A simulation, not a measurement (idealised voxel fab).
The following is a process module called voxel transistor to metal.
For reference, the cross-section in this document is cut, with width 300 nm and square cells of 5 nm.
Throughout this document, each cross-section is represented as a grid of square cells and is presented as a sequence of bands enumerated from the top downward, where a band comprises one or more rows of cells. Band: top and bottom heights (nm) first, top before bottom; then materials from left to right, widths in nm. "edge to edge" marks a sole material filling the band edge to edge. "blank" denotes empty space. All heights in this document are referenced to 0, defined as the level beneath which the wafer, as received, consists entirely of one material. The lowest band is not bounded below; it extends indefinitely downward and is written in the form "0 -> down". So if you see something like "30->40" for the width, read it as the top row of the band sitting at the first number and the bottom row at the second, with every row in between moving by the same amount as the last. Step marked "no modification"? Then no cell in the cross-section changed in it. Voids not open to the top, 8 cells minimum: see "Closed internal cavities". Written width x height at distance; distance is from the left edge; nm. Whatever follows a step's settings on its line is a remark the simulator itself makes about that step. "overlay nm" denotes, for a step that has a mask, the displacement of the mask to the right of its planned place, with negative values corresponding to the left.

-- Listed below are the process steps as planned
1: RECEIVE [material Si]
2: CONFORMAL_DEP [material SiO2] [thk nm 5]
3: CONFORMAL_DEP [material SiN] [thk nm 10]
4: PATTERN [tone cover] [mask id ACTIVE] [material resist] [width nm 100] [pitch nm 125] [thk nm 20] [overlay nm 0]
5: DIRECTIONAL_ETCH [etch materials SiN] [depth nm 10]
6: DIRECTIONAL_ETCH [etch materials SiO2] [depth nm 5]
7: DIRECTIONAL_ETCH [etch materials Si] [depth nm 20]
8: STRIP [etch materials resist]
9: FILL_DEP [material SiO2] [thk nm 5]
10: CMP [height nm 15]
11: SELECTIVE_ETCH [etch materials SiO2] [depth nm 5]
12: STRIP [etch materials SiN]
13: SELECTIVE_ETCH [etch materials SiO2] [depth nm 5]
14: OXIDIZE [depth nm 5]
15: DIRECTIONAL_DEP [material polySi] [thk nm 25]
16: DIRECTIONAL_DEP [material SiCN] [thk nm 10]
17: PATTERN [tone cover] [mask id GATE] [material resist] [width nm 20] [pitch nm 125] [thk nm 20] [overlay nm 0]
18: DIRECTIONAL_ETCH [etch materials SiCN] [depth nm 20]
19: DIRECTIONAL_ETCH [etch materials polySi] [depth nm 35]
20: STRIP [etch materials resist]
21: CONFORMAL_DEP [material SiN] [thk nm 10]
22: DIRECTIONAL_ETCH [etch materials SiN] [depth nm 10]
23: DIRECTIONAL_ETCH [etch materials SiO2] [depth nm 5]
24: EPI [material nSi] [thk nm 5]
25: FILL_DEP [material SiO2] [thk nm 5]
26: CMP [height nm 35]
27: DIRECTIONAL_DEP [material SiO2] [thk nm 10]
28: PATTERN [tone open] [mask id CONTACT] [material resist] [width nm 25] [thk nm 20] [overlay nm 0]
29: DIRECTIONAL_ETCH [etch materials SiO2] [depth nm 45]
30: STRIP [etch materials resist]
31: CONFORMAL_DEP [material TiN] [thk nm 5]
32: FILL_DEP [material W] [thk nm 5]
33: CMP [height nm 45]
34: DIRECTIONAL_DEP [material TiN] [thk nm 5]
35: DIRECTIONAL_DEP [material Ru] [thk nm 25]
36: MASKED_ETCH [tone cover] [mask id METAL_1] [width nm 15] [etch materials Ru] [depth nm 25] [overlay nm 0]
37: MASKED_ETCH [tone cover] [mask id METAL_1] [width nm 15] [etch materials TiN] [depth nm 5] [overlay nm 0]
38: FILL_DEP [material SiO2] [thk nm 5]
39: CMP [height nm 75]
40: CONFORMAL_DEP [material SiN] [thk nm 5]

-- Received-state cross-section, reflecting completion of step 1
	0 -> down | Si edge to edge
	Closed internal cavities: none

-- Wafer at module end, in section. Began as above, planned as above, run with one mistake
	80 -> 75 | SiN edge to edge
	75 -> 50 | 45 SiO2, 15 Ru, 50 SiO2, 15 Ru, 45 SiO2, 15 Ru, 50 SiO2, 15 Ru, 50 SiO2
	50 -> 45 | 45 SiO2, 15 TiN, 50 SiO2, 15 TiN, 45 SiO2, 15 TiN, 50 SiO2, 15 TiN, 50 SiO2
	45 -> 35 | 45 SiO2, 5 TiN, 15->10 W, 5->10 TiN, 30 SiO2, 5->10 TiN, 15->10 W, 5 TiN, 45 SiO2, 5 TiN, 15->10 W, 5->10 TiN, 30 SiO2, 5->10 TiN, 15->10 W, 5 TiN, 50 SiO2
	35 -> 25 | 45 SiO2, 5 TiN, 10 W, 5 TiN, 10 SiN, 20 SiCN, 10 SiN, 5 TiN, 10 W, 5 TiN, 45 SiO2, 5 TiN, 10 W, 5 TiN, 10 SiN, 20 SiCN, 10 SiN, 5 TiN, 10 W, 5 TiN, 50 SiO2
	25 -> 5 | 45 SiO2, 5 TiN, 10 W, 5 TiN, 10 SiN, 20 polySi, 10 SiN, 5 TiN, 10 W, 5 TiN, 45 SiO2, 5 TiN, 10 W, 5 TiN, 10 SiN, 20 polySi, 10 SiN, 5 TiN, 10 W, 5 TiN, 50 SiO2
	5 -> 0 | 30 SiO2, 10 SiN, 5 SiO2, 20 TiN, 10 SiN, 20 polySi, 10 SiN, 20 TiN, 5 SiO2, 10 SiN, 15 SiO2, 10 SiN, 5 SiO2, 20 TiN, 10 SiN, 20 polySi, 10 SiN, 20 TiN, 5 SiO2, 10 SiN, 35 SiO2
	0 -> -5 | 40 SiO2, 25 nSi, 40 SiO2, 25 nSi, 35 SiO2, 25 nSi, 40 SiO2, 25 nSi, 45 SiO2
	-5 -> -40 | 35 SiO2, 100 Si, 25 SiO2, 100 Si, 40 SiO2
	-40 -> down | Si edge to edge
	Closed internal cavities: none
Where did the run depart from the plan? yeah, plan step 7 got run twice
